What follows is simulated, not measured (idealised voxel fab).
Process module heading - voxel double patterning
Shown is cross-section cut, with a width of 275 nm and square cells of size 5 nm.
Heads up, the way a cross-section reads in here is a grid of square cells, handed over as bands from the top down, with every band being one or more rows of cells. A band entry consists of two parts. The first gives the height of the band's top and the height of its bottom, in nm. The rest lists the band's materials from left to right, each with its width in nm. A single material labelled with the word "edge to edge" fills the band from edge to edge, and the word "empty" marks empty space. The reference from which all heights are counted is 0, the level beneath which the as-received wafer is entirely one material; the lowest band, having no lower bound, proceeds downward and is written after the example "0 and below". Width spec "30->40" -> top row of cells at first value, bottom row at second value, equal per-row change in between. When a step is marked "same as before", none of the cells in the cross-section changed during that step. Reported under the label "Cavities, closed" are the empty spaces having no open way to the top and comprising 8 cells or more; the notation for each is width x height at distance, in which the distance is measured from the left edge and all three values are in nm. Read whatever lies past the settings on a step's line as the simulator's own remark about the step. The optional step-line setting "overlay nm" applies to steps with a mask and quantifies how far to the right of its planned location the mask lay, a negative value indicating leftward placement.

Steps planned for the process
step 1: RECEIVE: material Si
step 2: CONFORMAL_DEP: material SiO2, thk nm 10
step 3: DIRECTIONAL_DEP: material polySi, thk nm 15
step 4: DIRECTIONAL_DEP: material SiCN, thk nm 5
step 5: MASKED_ETCH: tone open, mask id FIRST, width nm 15, pitch nm 50, etch materials SiCN, depth nm 5, overlay nm 0
step 6: DIRECTIONAL_DEP: material aC, thk nm 10
step 7: PATTERN: tone open, mask id SECOND, material resist, width nm 15, pitch nm 50, thk nm 25, overlay nm 0
step 8: DIRECTIONAL_ETCH: etch materials aC, depth nm 10
step 9: STRIP: etch materials resist
step 10: DIRECTIONAL_ETCH: etch materials SiCN, depth nm 5
step 11: STRIP: etch materials aC
step 12: DIRECTIONAL_ETCH: etch materials polySi, depth nm 5
step 13: STRIP: etch materials SiCN
varied across the wafers: depth nm of step 12. The plan shows the first wafer's value. All wafers start alike

Received wafers, first of several: cross-section after step 1
- 0 and below: Si edge to edge
- Cavities, closed: none

Row per wafer, end-of-module: cell gain (+)/loss (-) by material since the wafer came in, then closed voids
depth nm 5, +110 SiO2, +150 polySi, Cavities, closed: none
depth nm 10, +110 SiO2, +135 polySi, Cavities, closed: none
depth nm 15, +110 SiO2, +120 polySi, Cavities, closed: none
depth nm 20, +110 SiO2, +120 polySi, Cavities, closed: none
depth nm 25, +110 SiO2, +120 polySi, Cavities, closed: none
depth nm 30, +110 SiO2, +120 polySi, Cavities, closed: none
